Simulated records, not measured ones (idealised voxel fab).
Herein follows the process module entitled voxel tone inversion.
The figure presents cross-section cut, which has a width of 220 nm and is divided into square cells with an edge length of 5 nm.
Cross-section layout: square cells on a grid; listed as bands, top to bottom; a band spans one or more cell rows.
Quick guide to a band line: top height, bottom height (nm) up front; then every material left to right with its width in nm. Only one material and it's marked "all across"? Then it fills the band edge to edge. And "air" just means empty space.
Zero point of the height axis is 0; under it, received wafer = one material. Lowest band: continues down indefinitely, "z 0 and below".
With a width like "30->40", each row of cells in the band differs from the next by the same amount, the top row carrying the first number and the bottom row the second.
Take "remains unaltered" at face value: in the step it is given for, the cross-section changed in none of its cells.
This entry, "Enclosed cavity list", enumerates those empty regions of no fewer than 8 cells that possess no open connection to the top. Each region is reported in the form width x height at distance, the distance being taken from the left edge, with all three quantities expressed in nm.
after a step's settings: what the simulator itself notes on the step
You can add "overlay nm" to a step's line. For a step with a mask, it describes how far the mask lay to the right of its planned position, and a negative number describes a lay to the left.
**Process steps foreseen in the plan**
1. RECEIVE: material Si
2. CONFORMAL_DEP: material SiCN, thk nm 10
3. DIRECTIONAL_DEP: material polySi, thk nm 15
4. PATTERN: tone cover, mask id POSTS, material resist, width nm 20, pitch nm 50, thk nm 20, overlay nm 0
5. DIRECTIONAL_ETCH: etch materials polySi, depth nm 15
6. STRIP: etch materials resist
7. FILL_DEP: material SiO2, thk nm 10
8. CMP: height nm 25
9. STRIP: etch materials polySi
10. CONFORMAL_DEP: material TiN, thk nm 5
11. FILL_DEP: material Ru, thk nm 5
12. CMP: height nm 25
13. CONFORMAL_DEP: material SiN, thk nm 5
**Incoming wafer in cross-section (state: after step 1)**
  z 0 and below  Si all across
  Enclosed cavity list: none
**The first of two wafers, cross-sectioned at the end of the module, with the run proceeding as planned**
  z 30 to 25  SiN all across
  z 25 to 15  SiO2 50 nm / TiN 5 nm / Ru 10 nm / TiN 5 nm / SiO2 30 nm / TiN 5 nm / Ru 10 nm / TiN 5 nm / SiO2 30 nm / TiN 5 nm / Ru 10 nm / TiN 5 nm / SiO2 50 nm
  z 15 to 10  SiO2 50 nm / TiN 20 nm / SiO2 30 nm / TiN 20 nm / SiO2 30 nm / TiN 20 nm / SiO2 50 nm
  z 10 to 0  SiCN all across
  z 0 and below  Si all across
  Enclosed cavity list: none
**Module end: cross-section of wafer two of two. Same start and process plan as the first wafer. One mistake during execution**
  z 30 to 25  SiN all across
  z 25 to 15  SiCN all across
  z 15 to 0  polySi all across
  z 0 and below  Si all across
  Enclosed cavity list: none
Heads up, the wafer didn't run the way we planned it: it was found that steps 2 and 3 of the process plan had been performed in exchanged positions
Final difference in cells, second wafer against first, listed per material as more or fewer: Ru -12, SiO2 -96, TiN -24, polySi +132
